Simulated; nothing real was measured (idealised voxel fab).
The name of this process module is voxel double patterning.
190 nm wide, 5 nm square cells: that's cross-section cut.
If you're reading a cross-section in this doc, picture square cells in a grid; it comes to you as bands, top ones listed first down to the bottom, and a band can be one or more rows of cells. Band: top height; bottom height; in nm. Then, left to right: material with width in nm, for each material. "everywhere": a single material spanning edge to edge. "blank": empty space. Heights are measured from 0, the level below which the as-received wafer is all one material; the lowest band has no bottom and continues downward, written as in "0 -> down". Graded width ("30..40"): value in top row of band = first number; value in bottom row = second number; row-to-row change constant. When a step is marked "everything unchanged", none of the cells in the cross-section changed during that step. "Sealed voids" contains a list of empty spaces, each no smaller than 8 cells and without an open way to the top, written in the form width x height at distance with the distance from the left edge and all three in nm. after a step's settings: what the simulator itself notes on the step. overlay nm: step with mask; distance mask lay right of planned place; negative value = left of planned place.

The following list gives the planned process steps:
1) RECEIVE [material Si]
2) CONFORMAL_DEP [material SiO2] [thk nm 5]
3) DIRECTIONAL_DEP [material TiN] [thk nm 10]
4) DIRECTIONAL_DEP [material SiN] [thk nm 5]
5) PATTERN [tone open] [mask id FIRST] [material resist] [width nm 15] [pitch nm 50] [thk nm 20] [overlay nm 0]
6) DIRECTIONAL_ETCH [etch materials SiN] [depth nm 5]
7) STRIP [etch materials resist]
8) DIRECTIONAL_DEP [material aC] [thk nm 10]
9) PATTERN [tone open] [mask id SECOND] [material resist] [width nm 15] [thk nm 25] [overlay nm 0]
10) DIRECTIONAL_ETCH [etch materials aC] [depth nm 10]
11) STRIP [etch materials resist]
12) DIRECTIONAL_ETCH [etch materials SiN] [depth nm 5]
13) STRIP [etch materials aC]
14) DIRECTIONAL_ETCH [etch materials TiN] [depth nm 10]
15) STRIP [etch materials SiN]

Run as planned: first of two wafers:

Delivered wafer in cross-section: state after step 1:
0 -> down  Si everywhere
Sealed voids: none

So this is the wafer cross-section right after step 2:
5 -> 0  SiO2 everywhere
Whatever lies below 0 is exactly as it was before.

So this is the wafer cross-section right after step 3:
15 -> 5  TiN everywhere
Whatever lies below 5 is exactly as it was before.

So this is the wafer cross-section right after step 4:
20 -> 15  SiN everywhere
Whatever lies below 15 is exactly as it was before.

So this is the wafer cross-section right after step 5:
40 -> 20  resist 60 nm  blank 15 nm  resist 35 nm  blank 15 nm  resist 65 nm
Whatever lies below 20 is exactly as it was before.

So this is the wafer cross-section right after step 6:
40 -> 20  resist 60 nm  blank 15 nm  resist 35 nm  blank 15 nm  resist 65 nm
20 -> 15  SiN 60 nm  blank 15 nm  SiN 35 nm  blank 15 nm  SiN 65 nm
Whatever lies below 15 is exactly as it was before.

So this is the wafer cross-section right after step 7:
20 -> 15  SiN 60 nm  blank 15 nm  SiN 35 nm  blank 15 nm  SiN 65 nm
Whatever lies below 15 is exactly as it was before.

So this is the wafer cross-section right after step 8:
30 -> 25  aC 60 nm  blank 15 nm  aC 35 nm  blank 15 nm  aC 65 nm
25 -> 20  aC everywhere
20 -> 15  SiN 60 nm  aC 15 nm  SiN 35 nm  aC 15 nm  SiN 65 nm
Whatever lies below 15 is exactly as it was before.

So this is the wafer cross-section right after step 9:
55 -> 30  resist 85 nm  blank 15 nm  resist 90 nm
30 -> 25  aC 60 nm  resist 15 nm  aC 35 nm  resist 15 nm  aC 65 nm
Whatever lies below 25 is exactly as it was before.

So this is the wafer cross-section right after step 10:
45 -> 30  resist 85 nm  blank 15 nm  resist 90 nm
30 -> 25  aC 60 nm  resist 15 nm  aC 10 nm  blank 15 nm  aC 10 nm  resist 15 nm  aC 65 nm
25 -> 20  aC 85 nm  blank 15 nm  aC 90 nm
Whatever lies below 20 is exactly as it was before.

So this is the wafer cross-section right after step 11:
30 -> 25  aC 60 nm  blank 15 nm  aC 10 nm  blank 15 nm  aC 10 nm  blank 15 nm  aC 65 nm
Whatever lies below 25 is exactly as it was before.

So this is the wafer cross-section right after step 12:
30 -> 25  aC 60 nm  blank 15 nm  aC 10 nm  blank 15 nm  aC 10 nm  blank 15 nm  aC 65 nm
25 -> 20  aC 85 nm  blank 15 nm  aC 90 nm
20 -> 15  SiN 60 nm  aC 15 nm  SiN 10 nm  blank 15 nm  SiN 10 nm  aC 15 nm  SiN 65 nm
Whatever lies below 15 is exactly as it was before.

So this is the wafer cross-section right after step 13:
20 -> 15  SiN 60 nm  blank 15 nm  SiN 10 nm  blank 15 nm  SiN 10 nm  blank 15 nm  SiN 65 nm
Whatever lies below 15 is exactly as it was before.

So this is the wafer cross-section right after step 14:
20 -> 15  SiN 60 nm  blank 15 nm  SiN 10 nm  blank 15 nm  SiN 10 nm  blank 15 nm  SiN 65 nm
15 -> 5  TiN 60 nm  blank 15 nm  TiN 10 nm  blank 15 nm  TiN 10 nm  blank 15 nm  TiN 65 nm
Whatever lies below 5 is exactly as it was before.

So this is the wafer cross-section right after step 15:
15 -> 5  TiN 60 nm  blank 15 nm  TiN 10 nm  blank 15 nm  TiN 10 nm  blank 15 nm  TiN 65 nm
Whatever lies below 5 is exactly as it was before.

Wafer two of the pair: same origin, same plan, one error during the run; identical to wafer one up to and including step 8:

Second wafer at the planned finish of step 9, seen in cross-section:
55 -> 30  blank 85 nm  resist 15 nm  blank 90 nm
Whatever lies below 30 is exactly as it was before.

Second wafer at the planned finish of step 10, seen in cross-section:
45 -> 30  blank 85 nm  resist 15 nm  blank 90 nm
30 -> 20  blank 85 nm  aC 15 nm  blank 90 nm
20 -> 15  SiN 60 nm  blank 15 nm  SiN 35 nm  blank 15 nm  SiN 65 nm
Whatever lies below 15 is exactly as it was before.

Second wafer at the planned finish of step 11, seen in cross-section:
30 -> 20  blank 85 nm  aC 15 nm  blank 90 nm
Whatever lies below 20 is exactly as it was before.

Second wafer at the planned finish of step 12, seen in cross-section:
30 -> 20  blank 85 nm  aC 15 nm  blank 90 nm
20 -> 15  blank 85 nm  SiN 15 nm  blank 90 nm
Whatever lies below 15 is exactly as it was before.

Second wafer at the planned finish of step 13, seen in cross-section:
20 -> 15  blank 85 nm  SiN 15 nm  blank 90 nm
Whatever lies below 15 is exactly as it was before.

Second wafer at the planned finish of step 14, seen in cross-section:
20 -> 15  blank 85 nm  SiN 15 nm  blank 90 nm
15 -> 5  blank 85 nm  TiN 15 nm  blank 90 nm
Whatever lies below 5 is exactly as it was before.

Second wafer at the planned finish of step 15, seen in cross-section:
15 -> 5  blank 85 nm  TiN 15 nm  blank 90 nm
Whatever lies below 5 is exactly as it was before.
Plan not followed: step 9 deviated from plan and actually ran as PATTERN [tone cover] [mask id SECOND] [material resist] [width nm 15] [thk nm 25] [overlay nm 0]
Final comparison by cell count, materials where the second wafer has more or fewer than the first: -52 TiN
